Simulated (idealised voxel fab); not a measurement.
The following process module bears the name voxel gate over fins.
Square cell edge 5 nm, section width 250 nm, ID cut.
If you're reading a cross-section in this doc, picture square cells in a grid; it comes to you as bands, top ones listed first down to the bottom, and a band can be one or more rows of cells. For a band, the entry starts with two heights in nm, that of the top and then that of the bottom, and carries on with the band's materials in order from left to right, each alongside its width in nm; the word "everywhere" beside a single material means it fills the band edge to edge, and "blank" means empty space. It should be noted that heights are counted from 0, beneath which the wafer as supplied is of one material throughout, and that the lowest band possesses no lower boundary but continues downward, as written in "0 -> down". Width spec "30->40" -> top row of cells at first value, bottom row at second value, equal per-row change in between. "left unchanged" means the step left every cell of the cross-section as it was. Empty spaces counting at least 8 cells and having no open way to the top are listed in "Closed voids list". The notation width x height at distance is used for each, the distance being from the left edge and all three values in nm. Heads up: the bit after the settings on a step's line is the simulator's remark on that step. If you see "overlay nm" on a step's line and that step has a mask, it's telling you how far right of where it was planned the mask ended up; a negative number means it went left instead.

[Process steps - plan]
1) RECEIVE [material Si]
2) CONFORMAL_DEP [material SiN] [thk nm 10]
3) DIRECTIONAL_DEP [material aC] [thk nm 15]
4) PATTERN [tone cover] [mask id FINS] [material resist] [width nm 15] [pitch nm 35] [thk nm 35] [overlay nm -15]
5) DIRECTIONAL_ETCH [etch materials aC] [depth nm 15]
6) STRIP [etch materials resist]
7) DIRECTIONAL_ETCH [etch materials SiN] [depth nm 10]
8) DIRECTIONAL_ETCH [etch materials Si] [depth nm 30]
9) STRIP [etch materials aC]
10) OXIDIZE [depth nm 5]
11) FILL_DEP [material SiO2] [thk nm 5]
12) CMP [height nm 10]
13) SELECTIVE_ETCH [etch materials SiO2] [depth nm 25]
14) STRIP [etch materials SiN]
15) CONFORMAL_DEP [material HfO2] [thk nm 5]
16) CONFORMAL_DEP [material TiN] [thk nm 5]
17) FILL_DEP [material W] [thk nm 15]
18) CMP [height nm 20]
19) CONFORMAL_DEP [material SiCN] [thk nm 5]
Same starting wafers, different overlay nm at step 4. Plan value belongs to the first wafer.

[Cross-section of the first of several wafers as received (after step 1)]
> 0 -> down = Si everywhere
> Closed voids list: none

[first wafer at the end, after step 19]
> 25 -> 20 = SiCN everywhere
> 20 -> 10 = W everywhere
> 10 -> 5 = 80 W | 25 TiN | 10 W | 25 TiN | 110 W
> 5 -> 0 = 80 W | 5 TiN | 15 HfO2 | 5 TiN | 10 W | 5 TiN | 15 HfO2 | 5 TiN | 110 W
> 0 -> -5 = 80 W | 5 TiN | 5 HfO2 | 5 Si | 5 HfO2 | 5 TiN | 10 W | 5 TiN | 5 HfO2 | 5 Si | 5 HfO2 | 5 TiN | 110 W
> -5 -> -10 = 85 TiN | 5 HfO2 | 5 Si | 5 HfO2 | 20 TiN | 5 HfO2 | 5 Si | 5 HfO2 | 115 TiN
> -10 -> -15 = 90 HfO2 | 5 Si | 30 HfO2 | 5 Si | 120 HfO2
> -15 -> -35 = 90 SiO2 | 5 Si | 30 SiO2 | 5 Si | 120 SiO2
> -35 -> down = Si everywhere
> Closed voids list: none

[Showing the last wafer in cross-section at the end of the module]
> 25 -> 20 = SiCN everywhere
> 20 -> 10 = W everywhere
> 10 -> 5 = 110 W | 25 TiN | 10 W | 25 TiN | 80 W
> 5 -> 0 = 110 W | 5 TiN | 15 HfO2 | 5 TiN | 10 W | 5 TiN | 15 HfO2 | 5 TiN | 80 W
> 0 -> -5 = 110 W | 5 TiN | 5 HfO2 | 5 Si | 5 HfO2 | 5 TiN | 10 W | 5 TiN | 5 HfO2 | 5 Si | 5 HfO2 | 5 TiN | 80 W
> -5 -> -10 = 115 TiN | 5 HfO2 | 5 Si | 5 HfO2 | 20 TiN | 5 HfO2 | 5 Si | 5 HfO2 | 85 TiN
> -10 -> -15 = 120 HfO2 | 5 Si | 30 HfO2 | 5 Si | 90 HfO2
> -15 -> -35 = 120 SiO2 | 5 Si | 30 SiO2 | 5 Si | 90 SiO2
> -35 -> down = Si everywhere
> Closed voids list: none

[Gained (+) or lost (-) cells of each material since receipt, then closed voids: one row per wafer, at the end of the module]
overlay nm -15; +62 HfO2; -336 Si; +50 SiCN; +192 SiO2; +62 TiN; +220 W; Closed voids list: none
overlay nm -10; +62 HfO2; -336 Si; +50 SiCN; +192 SiO2; +62 TiN; +220 W; Closed voids list: none
overlay nm -5; +62 HfO2; -336 Si; +50 SiCN; +192 SiO2; +62 TiN; +220 W; Closed voids list: none
overlay nm 0; +62 HfO2; -336 Si; +50 SiCN; +192 SiO2; +62 TiN; +220 W; Closed voids list: none
overlay nm 5; +62 HfO2; -336 Si; +50 SiCN; +192 SiO2; +62 TiN; +220 W; Closed voids list: none
overlay nm 10; +62 HfO2; -336 Si; +50 SiCN; +192 SiO2; +62 TiN; +220 W; Closed voids list: none
overlay nm 15; +62 HfO2; -336 Si; +50 SiCN; +192 SiO2; +62 TiN; +220 W; Closed voids list: none
